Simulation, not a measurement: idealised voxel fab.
A process module follows: voxel fin reveal.
In the cross-section labelled cut, the width is 200 nm and each square cell is 5 nm.
In what follows, cross-sections appear as grids of square cells, described through bands that run from the top down, where every band is one or more rows of cells. Band: top height; bottom height; in nm. Then, left to right: material with width in nm, for each material. "everywhere": a single material spanning edge to edge. "air": empty space. The level at which height equals 0 is the one under which the wafer, as it arrives, is entirely one material. No lower edge exists for the bottom band, which continues downward and is notated as in "0 -> down". A width given as "30..40" starts at the first number in the band's top row and ends at the second number in its bottom row, shifting by an equal amount at every step from row to row. It should be understood that the words "everything unchanged", when stated for a given step, signify that the cross-section underwent no change in any of its cells during that step. Enclosed internal voids: empty space of 8 cells or more with no open way to the top, each as width x height at its distance from the left edge, in nm. Whatever follows a step's settings on its line is a remark the simulator itself makes about that step. overlay nm: mask right of planned place by this much (step with mask). Neg. = left.

[Below is the list of planned process steps]
1: RECEIVE,material Si
2: CONFORMAL_DEP,material SiN,thk nm 5
3: PATTERN,tone cover,mask id FINS,material resist,width nm 15,pitch nm 45,thk nm 20,overlay nm 0
4: DIRECTIONAL_ETCH,etch materials SiN,depth nm 5
5: DIRECTIONAL_ETCH,etch materials Si,depth nm 35
6: STRIP,etch materials resist
7: FILL_DEP,material SiO2,thk nm 5
8: CMP,height nm 5
9: SELECTIVE_ETCH,etch materials SiO2,depth nm 20
10: STRIP,etch materials SiN
11: CONFORMAL_DEP,material HfO2,thk nm 5

[Cross-section of the wafer at receipt, which is the condition after step 1]
  0 -> down = Si everywhere
  Enclosed internal voids: none

[Cross-sectional image of the first of two wafers at the end of the module, the run having proceeded as planned]
  5 -> 0 = air: 65 / HfO2: 25 / air: 20 / HfO2: 25 / air: 65
  0 -> -10 = air: 65 / HfO2: 5 / Si: 15 / HfO2: 5 / air: 20 / HfO2: 5 / Si: 15 / HfO2: 5 / air: 65
  -10 -> -15 = HfO2: 70 / Si: 15 / HfO2: 30 / Si: 15 / HfO2: 70
  -15 -> -35 = SiO2: 70 / Si: 15 / SiO2: 30 / Si: 15 / SiO2: 70
  -35 -> down = Si everywhere
  Enclosed internal voids: none

[What the second wafer looks like in cross-section once the module is done. Its start and its plan matched the first wafer's exactly; what differed was one mistake in how it was run]
  5 -> 0 = air: 65 / SiN: 25 / air: 20 / SiN: 25 / air: 65
  0 -> -10 = air: 65 / SiN: 5 / Si: 15 / SiN: 5 / air: 20 / SiN: 5 / Si: 15 / SiN: 5 / air: 65
  -10 -> -15 = SiN: 70 / Si: 15 / SiN: 30 / Si: 15 / SiN: 70
  -15 -> -35 = SiO2: 70 / Si: 15 / SiO2: 30 / Si: 15 / SiO2: 70
  -35 -> down = Si everywhere
  Enclosed internal voids: none
Processing error: step 11 was processed under conditions differing from the plan, specifically as CONFORMAL_DEP,material SiN,thk nm 5
Final cells, second wafer relative to first, materials higher or lower: -52 HfO2, +52 SiN
